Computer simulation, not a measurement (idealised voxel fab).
process module | voxel lift off
cross-section cut | 230 nm wide | cells 5 nm
A cross-section is a grid of square cells, given in bands from the top down. A band is one or more rows of cells.
Each band's line starts with the height of the band's top and of its bottom, in nm. Then come its materials from left to right, each with its width in nm. One material with "throughout" fills the band from edge to edge. "air" is empty space.
Height 0 is the level under which the wafer as received is all one material. The lowest band goes on downwards, as in "0 down".
A width such as "30 to 40" changes by the same amount from each row of cells to the next, from the band's top row to its bottom row.
"no change" after a step means that no cell of the cross-section changed.
closed voids: empty space of 8 cells or more with no open way to the top, each as width x height at its distance from the left edge, in nm
after a step's settings: what the simulator itself notes on the step
overlay nm, on a step with a mask: how far to the right of its planned place the mask lay; to the left if negative
plan
1 op RECEIVE | material Si
2 op CONFORMAL_DEP | material SiN | thk nm 5
3 op PATTERN | tone open | mask id LINES | material resist | width nm 15 | pitch nm 30 | thk nm 30 | overlay nm 0
4 op DIRECTIONAL_DEP | material Ru | thk nm 15
5 op STRIP | etch materials resist
6 op CONFORMAL_DEP | material SiO2 | thk nm 5
first wafer, as planned
as received, after step 1
  0 down: Si throughout
  closed voids: none
after step 2
  5 to 0: SiN throughout
  below 0: unchanged
after step 3
  35 to 5: resist 90 | air 15 | resist 15 | air 15 | resist 95
  below 5: unchanged
after step 4
  50 to 35: Ru 90 | air 15 | Ru 15 | air 15 | Ru 95
  35 to 20: resist 90 | air 15 | resist 15 | air 15 | resist 95
  20 to 5: resist 90 | Ru 15 | resist 15 | Ru 15 | resist 95
  below 5: unchanged
after step 5
  20 to 5: air 90 | Ru 15 | air 15 | Ru 15 | air 95
  below 5: unchanged
after step 6
  25 to 20: air 85 | SiO2 25 | air 5 | SiO2 25 | air 90
  20 to 10: air 85 | SiO2 5 | Ru 15 | SiO2 5 | air 5 | SiO2 5 | Ru 15 | SiO2 5 | air 90
  10 to 5: SiO2 90 | Ru 15 | SiO2 15 | Ru 15 | SiO2 95
  below 5: unchanged
second wafer: like start, like plan, one mistake. Through step 2 it matches the first wafer
when step 3 should have ended
  35 to 5: air 90 | resist 15 | air 15 | resist 15 | air 95
  below 5: unchanged
when step 4 should have ended
  50 to 35: air 90 | Ru 15 | air 15 | Ru 15 | air 95
  35 to 20: air 90 | resist 15 | air 15 | resist 15 | air 95
  20 to 5: Ru 90 | resist 15 | Ru 15 | resist 15 | Ru 95
  below 5: unchanged
when step 5 should have ended
  20 to 5: Ru 90 | air 15 | Ru 15 | air 15 | Ru 95
  below 5: unchanged
when step 6 should have ended
  25 to 20: SiO2 95 | air 5 | SiO2 25 | air 5 | SiO2 100
  20 to 10: Ru 90 | SiO2 5 | air 5 | SiO2 5 | Ru 15 | SiO2 5 | air 5 | SiO2 5 | Ru 95
  10 to 5: Ru 90 | SiO2 15 | Ru 15 | SiO2 15 | Ru 95
  below 5: unchanged
what went wrong: step 3 ran as: op PATTERN | tone cover | mask id LINES | material resist | width nm 15 | pitch nm 30 | thk nm 30 | overlay nm 0
at the end the second wafer has, in cells: 102 more of Ru
